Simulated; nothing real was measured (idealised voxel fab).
Process module under the name voxel released beams
Pictured: cross-section cut, 180 nm wide, on a grid of 5 nm square cells.
Notation: cross-section as square-cell grid; stated in bands, top first, going down; one or more cell rows per band. Top, bottom (nm), then materials left to right with widths (nm); lone material tagged "edge to edge" fills the whole band edge to edge; "empty" = empty space. For the purposes of this specification, 0 denotes the height below which the wafer in its as-received condition is composed wholly of one material, and the lowermost band, lacking a lower limit, extends downward without end, as expressed in "from 0 down". The width entry "30..40" should be interpreted row by row: the top row of cells in the band takes the first number, the bottom row takes the second number, and the change between adjacent rows is uniform throughout. "everything unchanged", as given for a step, is the statement that not any cell of the cross-section underwent a change during that step. This entry, "Internal closed voids", enumerates those empty regions of no fewer than 8 cells that possess no open connection to the top. Each region is reported in the form width x height at distance, the distance being taken from the left edge, with all three quantities expressed in nm. Past the settings on a step's line: simulator remark, on that step. Regarding "overlay nm": on a step with a mask, it is the distance the mask lay to the right of its planned place; a negative value places it to the left.

So here's the lineup of process steps we planned:
1) op RECEIVE | material Si
2) op CONFORMAL_DEP | material Al2O3 | thk nm 10
3) op DIRECTIONAL_DEP | material SiO2 | thk nm 10
4) op PATTERN | tone open | mask id ANCHOR | material resist | width nm 30 | thk nm 15 | overlay nm 0
5) op DIRECTIONAL_ETCH | etch materials SiO2 | depth nm 10
6) op STRIP | etch materials resist
7) op CONFORMAL_DEP | material SiN | thk nm 10
8) op PATTERN | tone cover | mask id BEAM | material resist | width nm 100 | thk nm 20 | overlay nm 0
9) op DIRECTIONAL_ETCH | etch materials SiN | depth nm 10
10) op STRIP | etch materials resist
11) op STRIP | etch materials SiO2

Cross-section of the wafer as it came to us, i.e., already through step 1:
from 0 down: Si edge to edge
Internal closed voids: none

Cross-section, first of two wafers, end of module, run as planned:
from 30 to 20: empty=35, SiN=15, empty=10, SiN=75, empty=45
from 20 to 10: empty=40, SiN=30, empty=110
from 10 to 0: Al2O3 edge to edge
from 0 down: Si edge to edge
Internal closed voids: none

Wafer two cross-section, module end. Start and plan unchanged from wafer one; one mistake made during the run:
from 30 to 20: empty=35, SiN=45, empty=100
from 20 to 10: empty=30, SiN=10, SiO2=30, SiN=65, empty=45
from 10 to 0: Al2O3 edge to edge
from 0 down: Si edge to edge
Internal closed voids: none
Short version of what went wrong: step 4 was processed under conditions differing from the plan, specifically as op PATTERN | tone cover | mask id ANCHOR | material resist | width nm 30 | thk nm 15 | overlay nm 0
End check, counted in cells, second wafer has more or fewer of these materials than the first: SiO2 +12
